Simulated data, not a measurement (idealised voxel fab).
process module | voxel plated lines
cross-section cut | 145 nm wide | cells 5 nm
A cross-section is a grid of square cells, given in bands from the top down. A band is one or more rows of cells.
Each band's line starts with the height of the band's top and of its bottom, in nm. Then come its materials from left to right, each with its width in nm. One material with "throughout" fills the band from edge to edge. "air" is empty space.
Height 0 is the level under which the wafer as received is all one material. The lowest band goes on downwards, as in "0 down".
A width such as "30 to 40" changes by the same amount from each row of cells to the next, from the band's top row to its bottom row.
"no change" after a step means that no cell of the cross-section changed.
closed voids: empty space of 8 cells or more with no open way to the top, each as width x height at its distance from the left edge, in nm
after a step's settings: what the simulator itself notes on the step
overlay nm, on a step with a mask: how far to the right of its planned place the mask lay; to the left if negative
plan
1 op RECEIVE | material Si
2 op CONFORMAL_DEP | material Al2O3 | thk nm 10
3 op DIRECTIONAL_DEP | material TiN | thk nm 5
4 op PATTERN | tone open | mask id LINES | material resist | width nm 30 | pitch nm 45 | thk nm 20 | overlay nm 0
5 op EPI | material Ru | thk nm 5
6 op STRIP | etch materials resist
7 op DIRECTIONAL_ETCH | etch materials TiN | depth nm 5
8 op CONFORMAL_DEP | material SiO2 | thk nm 5
first wafer, as planned
as received, after step 1
  0 down: Si throughout
  closed voids: none
after step 2
  10 to 0: Al2O3 throughout
  below 0: unchanged
after step 3
  15 to 10: TiN throughout
  below 10: unchanged
after step 4
  35 to 15: resist 35 | air 30 | resist 15 | air 30 | resist 35
  below 15: unchanged
after step 5
  35 to 20: resist 35 | air 30 | resist 15 | air 30 | resist 35
  20 to 15: resist 35 | Ru 30 | resist 15 | Ru 30 | resist 35
  below 15: unchanged
after step 6
  20 to 15: air 35 | Ru 30 | air 15 | Ru 30 | air 35
  below 15: unchanged
after step 7
  20 to 15: air 35 | Ru 30 | air 15 | Ru 30 | air 35
  15 to 10: air 35 | TiN 30 | air 15 | TiN 30 | air 35
  below 10: unchanged
after step 8
  25 to 20: air 30 | SiO2 40 | air 5 | SiO2 40 | air 30
  20 to 15: air 30 | SiO2 5 | Ru 30 | SiO2 5 | air 5 | SiO2 5 | Ru 30 | SiO2 5 | air 30
  15 to 10: SiO2 35 | TiN 30 | SiO2 15 | TiN 30 | SiO2 35
  below 10: unchanged
second wafer: like start, like plan, one mistake. Through step 3 it matches the first wafer
when step 4 should have ended
  35 to 15: resist 40 | air 20 | resist 25 | air 20 | resist 40
  below 15: unchanged
when step 5 should have ended
  35 to 20: resist 40 | air 20 | resist 25 | air 20 | resist 40
  20 to 15: resist 40 | Ru 20 | resist 25 | Ru 20 | resist 40
  below 15: unchanged
when step 6 should have ended
  20 to 15: air 40 | Ru 20 | air 25 | Ru 20 | air 40
  below 15: unchanged
when step 7 should have ended
  20 to 15: air 40 | Ru 20 | air 25 | Ru 20 | air 40
  15 to 10: air 40 | TiN 20 | air 25 | TiN 20 | air 40
  below 10: unchanged
when step 8 should have ended
  25 to 20: air 35 | SiO2 30 | air 15 | SiO2 30 | air 35
  20 to 15: air 35 | SiO2 5 | Ru 20 | SiO2 5 | air 15 | SiO2 5 | Ru 20 | SiO2 5 | air 35
  15 to 10: SiO2 40 | TiN 20 | SiO2 25 | TiN 20 | SiO2 40
  below 10: unchanged
what went wrong: step 4 ran as: op PATTERN | tone open | mask id LINES | material resist | width nm 20 | pitch nm 45 | thk nm 20 | overlay nm 0
at the end the second wafer has, in cells: 4 fewer of Ru | 4 fewer of TiN
